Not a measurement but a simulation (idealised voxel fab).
Name of the process module below: voxel trench capacitor
Xsec cut, 245 nm wide, square cell size 5 nm.
If you're reading a cross-section in this doc, picture square cells in a grid; it comes to you as bands, top ones listed first down to the bottom, and a band can be one or more rows of cells.
Quick guide to a band line: top height, bottom height (nm) up front; then every material left to right with its width in nm. Only one material and it's marked "everywhere"? Then it fills the band edge to edge. And "empty" just means empty space.
Heights are expressed relative to 0, this being the level below which the as-received wafer comprises one material exclusively. The lowest band is unbounded in the downward direction and is denoted as in "top 0, no bottom".
A width given as "30->40" starts at the first number in the band's top row and ends at the second number in its bottom row, shifting by an equal amount at every step from row to row.
Where a step carries "stayed the same", the cross-section came out of it unchanged, cell for cell.
"Voids, enclosed": sealed empty spaces, 8 cells or more, no open way to top, listed width x height at distance, with distance from the left edge and width, height and distance in nm.
If you see something after the settings on a step's line, that's the simulator's own remark about that step.
Steps that use a mask can have "overlay nm" on their line. It says how far the mask sat to the right of where it was meant to be. Negative means to the left.
Steps planned for the process
step 1: RECEIVE, material Si
step 2: CONFORMAL_DEP, material SiN, thk nm 10
step 3: DIRECTIONAL_DEP, material aC, thk nm 10
step 4: PATTERN, tone open, mask id TRENCH, material resist, width nm 15, pitch nm 40, thk nm 30, overlay nm 0
step 5: DIRECTIONAL_ETCH, etch materials aC, depth nm 10
step 6: STRIP, etch materials resist
step 7: DIRECTIONAL_ETCH, etch materials SiN, depth nm 10
step 8: DIRECTIONAL_ETCH, etch materials Si, depth nm 35
step 9: STRIP, etch materials aC
step 10: CONFORMAL_DEP, material Al2O3, thk nm 5
step 11: FILL_DEP, material polySi, thk nm 10
step 12: CMP, height nm 10
First of two wafers - as planned
Wafer at receipt (post step 1), cross-section
    top 0, no bottom  Si everywhere
    Voids, enclosed: none
After step 2
    top 10, bottom 0  SiN everywhere
    Unchanged below 0.
After step 3
    top 20, bottom 10  aC everywhere
    Unchanged below 10.
After step 4
    top 50, bottom 20  75 of resist, 15 of empty, 25 of resist, 15 of empty, 25 of resist, 15 of empty, 75 of resist
    Unchanged below 20.
After step 5
    top 40, bottom 20  75 of resist, 15 of empty, 25 of resist, 15 of empty, 25 of resist, 15 of empty, 75 of resist
    top 20, bottom 10  75 of aC, 15 of empty, 25 of aC, 15 of empty, 25 of aC, 15 of empty, 75 of aC
    Unchanged below 10.
After step 6
    top 20, bottom 10  75 of aC, 15 of empty, 25 of aC, 15 of empty, 25 of aC, 15 of empty, 75 of aC
    Unchanged below 10.
After step 7
    top 20, bottom 10  75 of aC, 15 of empty, 25 of aC, 15 of empty, 25 of aC, 15 of empty, 75 of aC
    top 10, bottom 0  75 of SiN, 15 of empty, 25 of SiN, 15 of empty, 25 of SiN, 15 of empty, 75 of SiN
    Unchanged below 0.
After step 8
    top 20, bottom 10  75 of aC, 15 of empty, 25 of aC, 15 of empty, 25 of aC, 15 of empty, 75 of aC
    top 10, bottom 0  75 of SiN, 15 of empty, 25 of SiN, 15 of empty, 25 of SiN, 15 of empty, 75 of SiN
    top 0, bottom -35  75 of Si, 15 of empty, 25 of Si, 15 of empty, 25 of Si, 15 of empty, 75 of Si
    Unchanged below -35.
After step 9
    top 10, bottom 0  75 of SiN, 15 of empty, 25 of SiN, 15 of empty, 25 of SiN, 15 of empty, 75 of SiN
    Unchanged below 0.
After step 10
    top 15, bottom 10  80 of Al2O3, 5 of empty, 35 of Al2O3, 5 of empty, 35 of Al2O3, 5 of empty, 80 of Al2O3
    top 10, bottom 0  75 of SiN, 5 of Al2O3, 5 of empty, 5 of Al2O3, 25 of SiN, 5 of Al2O3, 5 of empty, 5 of Al2O3, 25 of SiN, 5 of Al2O3, 5 of empty, 5 of Al2O3, 75 of SiN
    top 0, bottom -30  75 of Si, 5 of Al2O3, 5 of empty, 5 of Al2O3, 25 of Si, 5 of Al2O3, 5 of empty, 5 of Al2O3, 25 of Si, 5 of Al2O3, 5 of empty, 5 of Al2O3, 75 of Si
    top -30, bottom -35  75 of Si, 15 of Al2O3, 25 of Si, 15 of Al2O3, 25 of Si, 15 of Al2O3, 75 of Si
    Unchanged below -35.
After step 11
    top 25, bottom 15  polySi everywhere
    top 15, bottom 10  80 of Al2O3, 5 of polySi, 35 of Al2O3, 5 of polySi, 35 of Al2O3, 5 of polySi, 80 of Al2O3
    top 10, bottom 0  75 of SiN, 5 of Al2O3, 5 of polySi, 5 of Al2O3, 25 of SiN, 5 of Al2O3, 5 of polySi, 5 of Al2O3, 25 of SiN, 5 of Al2O3, 5 of polySi, 5 of Al2O3, 75 of SiN
    top 0, bottom -30  75 of Si, 5 of Al2O3, 5 of polySi, 5 of Al2O3, 25 of Si, 5 of Al2O3, 5 of polySi, 5 of Al2O3, 25 of Si, 5 of Al2O3, 5 of polySi, 5 of Al2O3, 75 of Si
    Unchanged below -30.
After step 12
    top 10, bottom 0  75 of SiN, 5 of Al2O3, 5 of polySi, 5 of Al2O3, 25 of SiN, 5 of Al2O3, 5 of polySi, 5 of Al2O3, 25 of SiN, 5 of Al2O3, 5 of polySi, 5 of Al2O3, 75 of SiN
    Unchanged below 0.
Wafer two. Identical start, identical plan. One mistake in execution. Identical history through step 1
Second wafer cross-section, taken as of the time the plan sets for step 2 to be done
    top 10, bottom 0  Al2O3 everywhere
    Unchanged below 0.
Second wafer cross-section, taken as of the time the plan sets for step 3 to be done
    top 20, bottom 10  aC everywhere
    Unchanged below 10.
Second wafer cross-section, taken as of the time the plan sets for step 4 to be done
    top 50, bottom 20  75 of resist, 15 of empty, 25 of resist, 15 of empty, 25 of resist, 15 of empty, 75 of resist
    Unchanged below 20.
Second wafer cross-section, taken as of the time the plan sets for step 5 to be done
    top 40, bottom 20  75 of resist, 15 of empty, 25 of resist, 15 of empty, 25 of resist, 15 of empty, 75 of resist
    top 20, bottom 10  75 of aC, 15 of empty, 25 of aC, 15 of empty, 25 of aC, 15 of empty, 75 of aC
    Unchanged below 10.
Second wafer cross-section, taken as of the time the plan sets for step 6 to be done
    top 20, bottom 10  75 of aC, 15 of empty, 25 of aC, 15 of empty, 25 of aC, 15 of empty, 75 of aC
    Unchanged below 10.
Second wafer cross-section, taken as of the time the plan sets for step 7 to be done: stayed the same
Second wafer cross-section, taken as of the time the plan sets for step 8 to be done: stayed the same
Second wafer cross-section, taken as of the time the plan sets for step 9 to be done
    top 10, bottom 0  Al2O3 everywhere
    Unchanged below 0.
Second wafer cross-section, taken as of the time the plan sets for step 10 to be done
    top 15, bottom 0  Al2O3 everywhere
    Unchanged below 0.
Second wafer cross-section, taken as of the time the plan sets for step 11 to be done
    top 25, bottom 15  polySi everywhere
    Unchanged below 15.
Second wafer cross-section, taken as of the time the plan sets for step 12 to be done
    top 10, bottom 0  Al2O3 everywhere
    Unchanged below 0.
Which mistake was made when the wafer was run? step 2 ran differently from the plan; actual operation with settings: CONFORMAL_DEP, material Al2O3, thk nm 10
The second wafer ends with more or fewer cells of some materials than the first, per final count: +41 Al2O3 | +63 Si | -80 SiN | -24 polySi
